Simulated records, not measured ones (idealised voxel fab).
The name of this process module is voxel double patterning.
For reference, the cross-section in this document is cut, with width 275 nm and square cells of 5 nm.
When this document writes out a cross-section, it uses a grid of square cells and lists it as bands, beginning at the top and moving down, with a band standing for one or more rows of cells.
The entry gives the band's vertical extent as a top height and a bottom height in nm, then its horizontal make-up as materials from left to right, each with a width in nm. "blank" stands for empty space; a single material marked "all across" fills the band edge to edge.
Height 0 is the level under which the wafer as received is all one material. The lowest band goes on downwards, as in "0 down".
With a width like "30->40", each row of cells in the band differs from the next by the same amount, the top row carrying the first number and the bottom row the second.
When a step is marked "remained unchanged", none of the cells in the cross-section changed during that step.
"Entrapped voids": empty spaces of 8 cells or more with no open way to the top, each given as width x height at distance, distance from the left edge, all in nm.
It should be noted that, on the line of a given step, the content following the step's settings is a remark produced by the simulator itself with respect to that step.
"overlay nm" denotes, for a step that has a mask, the displacement of the mask to the right of its planned place, with negative values corresponding to the left.

## Process steps (planned)
1. RECEIVE: material Si
2. CONFORMAL_DEP: material SiO2, thk nm 10
3. DIRECTIONAL_DEP: material W, thk nm 15
4. DIRECTIONAL_DEP: material SiCN, thk nm 5
5. PATTERN: tone open, mask id FIRST, material resist, width nm 15, pitch nm 50, thk nm 15, overlay nm 0
6. DIRECTIONAL_ETCH: etch materials SiCN, depth nm 5
7. STRIP: etch materials resist
8. PATTERN: tone open, mask id SECOND, material resist, width nm 15, pitch nm 50, thk nm 15, overlay nm 0
9. DIRECTIONAL_ETCH: etch materials SiCN, depth nm 5
10. STRIP: etch materials resist
11. DIRECTIONAL_ETCH: etch materials W, depth nm 15
12. STRIP: etch materials SiCN

## First of two wafers, processed according to plan

## This is the cross-section of the wafer as we received it, i.e. after step 1
- 0 down  Si all across
- Entrapped voids: none

## Take a look at the wafer's cross-section after step 2
- 10 to 0  SiO2 all across
- Below 0 it's all the same as before, nothing changed down there.

## Take a look at the wafer's cross-section after step 3
- 25 to 10  W all across
- Below 10 it's all the same as before, nothing changed down there.

## Take a look at the wafer's cross-section after step 4
- 30 to 25  SiCN all across
- Below 25 it's all the same as before, nothing changed down there.

## Take a look at the wafer's cross-section after step 5
- 45 to 30  resist=80; blank=15; resist=35; blank=15; resist=35; blank=15; resist=80
- Below 30 it's all the same as before, nothing changed down there.

## Take a look at the wafer's cross-section after step 6
- 45 to 30  resist=80; blank=15; resist=35; blank=15; resist=35; blank=15; resist=80
- 30 to 25  SiCN=80; blank=15; SiCN=35; blank=15; SiCN=35; blank=15; SiCN=80
- Below 25 it's all the same as before, nothing changed down there.

## Take a look at the wafer's cross-section after step 7
- 30 to 25  SiCN=80; blank=15; SiCN=35; blank=15; SiCN=35; blank=15; SiCN=80
- Below 25 it's all the same as before, nothing changed down there.

## Take a look at the wafer's cross-section after step 8
- 45 to 30  resist=105; blank=15; resist=35; blank=15; resist=105
- 30 to 25  SiCN=80; resist=15; SiCN=35; resist=15; SiCN=35; resist=15; SiCN=80
- Below 25 it's all the same as before, nothing changed down there.

## Take a look at the wafer's cross-section after step 9
- 45 to 30  resist=105; blank=15; resist=35; blank=15; resist=105
- 30 to 25  SiCN=80; resist=15; SiCN=10; blank=15; SiCN=10; resist=15; SiCN=10; blank=15; SiCN=10; resist=15; SiCN=80
- Below 25 it's all the same as before, nothing changed down there.

## Take a look at the wafer's cross-section after step 10
- 30 to 25  SiCN=80; blank=15; SiCN=10; blank=15; SiCN=10; blank=15; SiCN=10; blank=15; SiCN=10; blank=15; SiCN=80
- Below 25 it's all the same as before, nothing changed down there.

## Take a look at the wafer's cross-section after step 11
- 30 to 25  SiCN=80; blank=15; SiCN=10; blank=15; SiCN=10; blank=15; SiCN=10; blank=15; SiCN=10; blank=15; SiCN=80
- 25 to 10  W=80; blank=15; W=10; blank=15; W=10; blank=15; W=10; blank=15; W=10; blank=15; W=80
- Below 10 it's all the same as before, nothing changed down there.

## Take a look at the wafer's cross-section after step 12
- 25 to 10  W=80; blank=15; W=10; blank=15; W=10; blank=15; W=10; blank=15; W=10; blank=15; W=80
- Below 10 it's all the same as before, nothing changed down there.

## Second wafer. Start and plan as for the first. One mistake made in running. Agrees with the first up to and including step 11

X-section, second wafer, when step 12 was due to finish: remained unchanged
So what did we get wrong on this run? not run: step 12 of the plan (skipped)
Upon completion, the second wafer contains, in terms of cells, a greater or smaller amount of certain materials than the first wafer: +40 SiCN
